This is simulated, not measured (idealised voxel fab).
You're looking at the process module voxel plated lines.
Pictured: cross-section cut, 240 nm wide, on a grid of 5 nm square cells.
Cross-section format: a grid of square cells, given as bands from top to bottom; each band is one or more rows of cells.
A band entry consists of two parts. The first gives the height of the band's top and the height of its bottom, in nm. The rest lists the band's materials from left to right, each with its width in nm. A single material labelled with the word "full width" fills the band from edge to edge, and the word "air" marks empty space.
Height is counted from the level 0, under which the received wafer is composed throughout of one material. The lowest of the bands is not closed at the bottom but continues downward, in the notation "0 down".
A width given as "30->40" starts at the first number in the band's top row and ends at the second number in its bottom row, shifting by an equal amount at every step from row to row.
"everything unchanged" -> step changed no cross-section cell.
"Closed void inventory" lists enclosed empty spaces (at least 8 cells, no open path upward to the top), each as width x height at distance from the left edge, in nm.
Note: text after step settings on the step line = simulator remark on that step.
overlay nm, on a step with a mask: how far to the right of its planned place the mask lay; to the left if negative

[The steps planned for the process are as follows]
| 1 | op RECEIVE | material Si |
| 2 | op CONFORMAL_DEP | material SiN | thk nm 15 |
| 3 | op DIRECTIONAL_DEP | material TiN | thk nm 5 |
| 4 | op PATTERN | tone open | mask id LINES | material resist | width nm 20 | pitch nm 50 | thk nm 35 | overlay nm 0 |
| 5 | op EPI | material Ru | thk nm 5 |
| 6 | op EPI | material Ru | thk nm 5 |
| 7 | op EPI | material Ru | thk nm 10 |
| 8 | op STRIP | etch materials resist |
| 9 | op DIRECTIONAL_ETCH | etch materials TiN | depth nm 5 |
| 10 | op CONFORMAL_DEP | material SiN | thk nm 10 |

[First of the two wafers, run per plan]

[Incoming wafer, cross-sectional view, post step 1]
* 0 down = Si full width
* Closed void inventory: none

[Cross-section: wafer state after step 2]
* 15 to 0 = SiN full width
* below 0: unchanged

[Cross-section: wafer state after step 3]
* 20 to 15 = TiN full width
* below 15: unchanged

[Cross-section: wafer state after step 4]
* 55 to 20 = resist: 60  air: 20  resist: 30  air: 20  resist: 30  air: 20  resist: 60
* below 20: unchanged

[Cross-section: wafer state after step 5]
* 55 to 25 = resist: 60  air: 20  resist: 30  air: 20  resist: 30  air: 20  resist: 60
* 25 to 20 = resist: 60  Ru: 20  resist: 30  Ru: 20  resist: 30  Ru: 20  resist: 60
* below 20: unchanged

[Cross-section: wafer state after step 6]
* 55 to 30 = resist: 60  air: 20  resist: 30  air: 20  resist: 30  air: 20  resist: 60
* 30 to 20 = resist: 60  Ru: 20  resist: 30  Ru: 20  resist: 30  Ru: 20  resist: 60
* below 20: unchanged

[Cross-section: wafer state after step 7]
* 55 to 40 = resist: 60  air: 20  resist: 30  air: 20  resist: 30  air: 20  resist: 60
* 40 to 20 = resist: 60  Ru: 20  resist: 30  Ru: 20  resist: 30  Ru: 20  resist: 60
* below 20: unchanged

[Cross-section: wafer state after step 8]
* 40 to 20 = air: 60  Ru: 20  air: 30  Ru: 20  air: 30  Ru: 20  air: 60
* below 20: unchanged

[Cross-section: wafer state after step 9]
* 40 to 20 = air: 60  Ru: 20  air: 30  Ru: 20  air: 30  Ru: 20  air: 60
* 20 to 15 = air: 60  TiN: 20  air: 30  TiN: 20  air: 30  TiN: 20  air: 60
* below 15: unchanged

[Cross-section: wafer state after step 10]
* 50 to 40 = air: 50  SiN: 40  air: 10  SiN: 40  air: 10  SiN: 40  air: 50
* 40 to 25 = air: 50  SiN: 10  Ru: 20  SiN: 10  air: 10  SiN: 10  Ru: 20  SiN: 10  air: 10  SiN: 10  Ru: 20  SiN: 10  air: 50
* 25 to 20 = SiN: 60  Ru: 20  SiN: 30  Ru: 20  SiN: 30  Ru: 20  SiN: 60
* 20 to 15 = SiN: 60  TiN: 20  SiN: 30  TiN: 20  SiN: 30  TiN: 20  SiN: 60
* below 15: unchanged

[Wafer two of two - same starting point, same process plan, one mistake in execution; matches wafer one up to and including step 9]

[Look at the second wafer in cross-section at the time step 10 ought to have finished]
* 45 to 40 = air: 55  SiN: 30  air: 20  SiN: 30  air: 20  SiN: 30  air: 55
* 40 to 20 = air: 55  SiN: 5  Ru: 20  SiN: 5  air: 20  SiN: 5  Ru: 20  SiN: 5  air: 20  SiN: 5  Ru: 20  SiN: 5  air: 55
* 20 to 15 = SiN: 60  TiN: 20  SiN: 30  TiN: 20  SiN: 30  TiN: 20  SiN: 60
* below 15: unchanged
What broke from the plan during processing? step 10 changed vs plan, executed as op CONFORMAL_DEP | material SiN | thk nm 5
Wafer comparison, final, in cells, second relative to first, materials more or fewer: SiN: 78 fewer
